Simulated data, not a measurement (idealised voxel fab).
This section sets out a process module, namely voxel self aligned contacts.
Cross-section cut: width 200 nm, square cells of 5 nm.
Heads up, the way a cross-section reads in here is a grid of square cells, handed over as bands from the top down, with every band being one or more rows of cells. Per band: top height and bottom height in nm, followed by the left-to-right materials and their widths in nm; "throughout" marks a single material spanning edge to edge, "blank" marks empty space. We count height from 0. Below that, the starting wafer is all one material. The lowest band never ends at the bottom but goes on down; see "0 nm and below" for how that is written. When a width is written as two numbers, as in "30 to 40", the first number is the width in the top row of cells of the band and the second is the width in its bottom row, and the width changes by the same amount from each row to the next. For the purposes of this document, the phrase "no change" attached to a step denotes that no cell within the cross-section was modified by that step. This entry, "Cavities, closed", enumerates those empty regions of no fewer than 8 cells that possess no open connection to the top. Each region is reported in the form width x height at distance, the distance being taken from the left edge, with all three quantities expressed in nm. Post-settings text on a step line: simulator's own remark regarding the step. overlay nm: where the mask lay relative to plan, measured to the right, on steps with a mask; negatives go left.

## These are the steps we planned for the process
step 1: RECEIVE [material Si]
step 2: CONFORMAL_DEP [material SiO2] [thk nm 5]
step 3: DIRECTIONAL_DEP [material polySi] [thk nm 30]
step 4: DIRECTIONAL_DEP [material SiN] [thk nm 20]
step 5: DIRECTIONAL_DEP [material aC] [thk nm 15]
step 6: PATTERN [tone cover] [mask id GATE] [material resist] [width nm 35] [pitch nm 60] [thk nm 35] [overlay nm 0]
step 7: DIRECTIONAL_ETCH [etch materials aC] [depth nm 15]
step 8: STRIP [etch materials resist]
step 9: DIRECTIONAL_ETCH [etch materials SiN] [depth nm 20]
step 10: DIRECTIONAL_ETCH [etch materials polySi] [depth nm 30]
step 11: STRIP [etch materials aC]
step 12: CONFORMAL_DEP [material SiN] [thk nm 5]
step 13: DIRECTIONAL_ETCH [etch materials SiN] [depth nm 5]
step 14: FILL_DEP [material SiO2] [thk nm 15]
step 15: CMP [height nm 60]
step 16: MASKED_ETCH [tone open] [mask id CONTACT] [width nm 45] [pitch nm 60] [etch materials SiO2] [depth nm 60] [overlay nm 0]
step 17: CONFORMAL_DEP [material TiN] [thk nm 5]
step 18: FILL_DEP [material Ru] [thk nm 10]
step 19: CMP [height nm 60]
step 20: CONFORMAL_DEP [material SiCN] [thk nm 5]

## Cross-section of the wafer as it came to us, i.e., already through step 1
0 nm and below: Si throughout
Cavities, closed: none

## Cross-sectional view of the first of the two wafers upon completion of the module, processed in accordance with the plan
65 nm to 60 nm: SiCN throughout
60 nm to 55 nm: 45 SiO2 | 20 TiN | 5 Ru | 20 TiN | 15 SiO2 | 20 TiN | 5 Ru | 20 TiN | 50 SiO2
55 nm to 35 nm: 15 SiO2 | 45 SiN | 5 TiN | 5 Ru | 5 TiN | 45 SiN | 5 TiN | 5 Ru | 5 TiN | 45 SiN | 20 SiO2
35 nm to 5 nm: 15 SiO2 | 5 SiN | 35 polySi | 5 SiN | 5 TiN | 5 Ru | 5 TiN | 5 SiN | 35 polySi | 5 SiN | 5 TiN | 5 Ru | 5 TiN | 5 SiN | 35 polySi | 5 SiN | 20 SiO2
5 nm to 0 nm: 60 SiO2 | 15 TiN | 45 SiO2 | 15 TiN | 65 SiO2
0 nm and below: Si throughout
Cavities, closed: none

## Cross-section at end of module for the second wafer of two, which matched the first in starting point and plan and differed by one mistake in its processing
65 nm to 60 nm: SiCN throughout
60 nm to 40 nm: 15 SiO2 | 5 SiN | 35 polySi | 5 SiN | 5 TiN | 5 Ru | 5 TiN | 5 SiN | 35 polySi | 5 SiN | 5 TiN | 5 Ru | 5 TiN | 5 SiN | 35 polySi | 5 SiN | 20 SiO2
40 nm to 35 nm: 15 SiO2 | 5 SiN | 35 polySi | 5 SiN | 15 TiN | 5 SiN | 35 polySi | 5 SiN | 15 TiN | 5 SiN | 35 polySi | 5 SiN | 20 SiO2
35 nm to 5 nm: polySi throughout
5 nm to 0 nm: SiO2 throughout
0 nm and below: Si throughout
Cavities, closed: none
Deviation noted in wafer processing: step 3 of the plan saw execution twice
Materials where the second wafer ends with more or fewer cells than the first: -14 Ru | -114 SiN | -51 SiO2 | -40 TiN | +219 polySi
